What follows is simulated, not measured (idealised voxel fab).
Presented below is a process module, voxel capacitor over wiring.
For reference, the cross-section in this document is cut, with width 300 nm and square cells of 5 nm.
A cross-section in this document is a grid of square cells, and it is written down as bands, the top band listed before the ones below it; a band is made up of one or more rows of cells. Heights first: top, then bottom, in nm. Then materials, left to right, each with a width in nm. "throughout" on a single material: fills the band edge to edge. "blank": empty space. For the purposes of this specification, 0 denotes the height below which the wafer in its as-received condition is composed wholly of one material, and the lowermost band, lacking a lower limit, extends downward without end, as expressed in "0 -> down". A two-number width, for instance "30..40", indicates that the width is equal to the first number in the top row of the band and to the second number in the bottom row, and that it changes by a constant amount per row of cells. The cross-section has no changed cell in any step marked "no modification". "Voids, enclosed" specifies each empty space that is not open to the top and that occupies no fewer than 8 cells, using the form width x height at distance, the distance measured from the left edge and all three quantities in nm. The remark found on a step's line after its settings is issued by the simulator itself and pertains to that step. The setting "overlay nm" may be written on the line of a step. When the step uses a mask, the value reports how far to the right of the planned place the mask lay, and a negative value reports that it lay to the left.

-- List of planned process steps
step 1: RECEIVE, material Si
step 2: CONFORMAL_DEP, material SiO2, thk nm 15
step 3: DIRECTIONAL_DEP, material TiN, thk nm 5
step 4: DIRECTIONAL_DEP, material Ru, thk nm 20
step 5: DIRECTIONAL_DEP, material aC, thk nm 15
step 6: PATTERN, tone cover, mask id METAL_1, material resist, width nm 25, pitch nm 90, thk nm 35, overlay nm 0
step 7: DIRECTIONAL_ETCH, etch materials aC, depth nm 15
step 8: STRIP, etch materials resist
step 9: DIRECTIONAL_ETCH, etch materials Ru, depth nm 20
step 10: DIRECTIONAL_ETCH, etch materials TiN, depth nm 5
step 11: STRIP, etch materials aC
step 12: FILL_DEP, material lowk, thk nm 10
step 13: CMP, height nm 40
step 14: CONFORMAL_DEP, material SiCN, thk nm 5
step 15: DIRECTIONAL_DEP, material lowk, thk nm 20
step 16: PATTERN, tone open, mask id PLUG_1, material resist, width nm 15, thk nm 20, overlay nm 0
step 17: DIRECTIONAL_ETCH, etch materials lowk, depth nm 20
step 18: DIRECTIONAL_ETCH, etch materials SiCN, depth nm 5
step 19: STRIP, etch materials resist
step 20: CONFORMAL_DEP, material TiN, thk nm 5
step 21: FILL_DEP, material W, thk nm 10
step 22: CMP, height nm 65
step 23: DIRECTIONAL_DEP, material TiN, thk nm 5
step 24: DIRECTIONAL_DEP, material Al2O3, thk nm 5
step 25: DIRECTIONAL_DEP, material TiN, thk nm 10
step 26: DIRECTIONAL_DEP, material aC, thk nm 15
step 27: PATTERN, tone cover, mask id UPPER_PLATE, material resist, width nm 70, thk nm 30, overlay nm 0
step 28: DIRECTIONAL_ETCH, etch materials aC, depth nm 15
step 29: STRIP, etch materials resist
step 30: DIRECTIONAL_ETCH, etch materials TiN, depth nm 10
step 31: DIRECTIONAL_ETCH, etch materials Al2O3, depth nm 5
step 32: STRIP, etch materials aC
step 33: MASKED_ETCH, tone cover, mask id LOWER_PLATE, width nm 80, etch materials TiN, depth nm 5, overlay nm 0
step 34: FILL_DEP, material SiO2, thk nm 20
step 35: CMP, height nm 100
step 36: PATTERN, tone open, mask id PLUG_2, material resist, width nm 15, thk nm 20, overlay nm 0
step 37: DIRECTIONAL_ETCH, etch materials SiO2, depth nm 15
step 38: STRIP, etch materials resist
step 39: CONFORMAL_DEP, material TiN, thk nm 5
step 40: FILL_DEP, material Ru, thk nm 5
step 41: CMP, height nm 100
step 42: CONFORMAL_DEP, material SiN, thk nm 5

-- Cross-section: wafer on arrival = after step 1
> 0 -> down | Si throughout
> Voids, enclosed: none

-- Cross-section: first of two wafers, module finished, run according to plan
> 105 -> 100 | SiN throughout
> 100 -> 90 | SiO2 (110)  TiN (5)  Ru (5)  TiN (5)  SiO2 (175)
> 90 -> 85 | SiO2 (110)  TiN (15)  SiO2 (175)
> 85 -> 75 | SiO2 (100)  TiN (70)  SiO2 (130)
> 75 -> 70 | SiO2 (100)  Al2O3 (70)  SiO2 (130)
> 70 -> 65 | SiO2 (95)  TiN (80)  SiO2 (125)
> 65 -> 45 | lowk (100)  TiN (5)  W (5)  TiN (5)  lowk (185)
> 45 -> 40 | SiCN (100)  TiN (15)  SiCN (185)
> 40 -> 20 | lowk (90)  Ru (25)  lowk (65)  Ru (25)  lowk (95)
> 20 -> 15 | lowk (90)  TiN (25)  lowk (65)  TiN (25)  lowk (95)
> 15 -> 0 | SiO2 throughout
> 0 -> down | Si throughout
> Voids, enclosed: none

-- Now the second wafer, cross-sectioned at the end of the module. Nothing different at the start, nothing different in the plan compared with the first, just one mistake when it was actually run
> 105 -> 100 | aC throughout
> 100 -> 90 | SiO2 (110)  TiN (5)  Ru (5)  TiN (5)  SiO2 (175)
> 90 -> 85 | SiO2 (110)  TiN (15)  SiO2 (175)
> 85 -> 75 | SiO2 (100)  TiN (70)  SiO2 (130)
> 75 -> 70 | SiO2 (100)  Al2O3 (70)  SiO2 (130)
> 70 -> 65 | SiO2 (95)  TiN (80)  SiO2 (125)
> 65 -> 45 | lowk (100)  TiN (5)  W (5)  TiN (5)  lowk (185)
> 45 -> 40 | SiCN (100)  TiN (15)  SiCN (185)
> 40 -> 20 | lowk (90)  Ru (25)  lowk (65)  Ru (25)  lowk (95)
> 20 -> 15 | lowk (90)  TiN (25)  lowk (65)  TiN (25)  lowk (95)
> 15 -> 0 | SiO2 throughout
> 0 -> down | Si throughout
> Voids, enclosed: none
Processing error: planned and actual differ for step 42; actual: CONFORMAL_DEP, material aC, thk nm 5
Wafer comparison, final, in cells, second relative to first, materials more or fewer: SiN -60 | aC +60
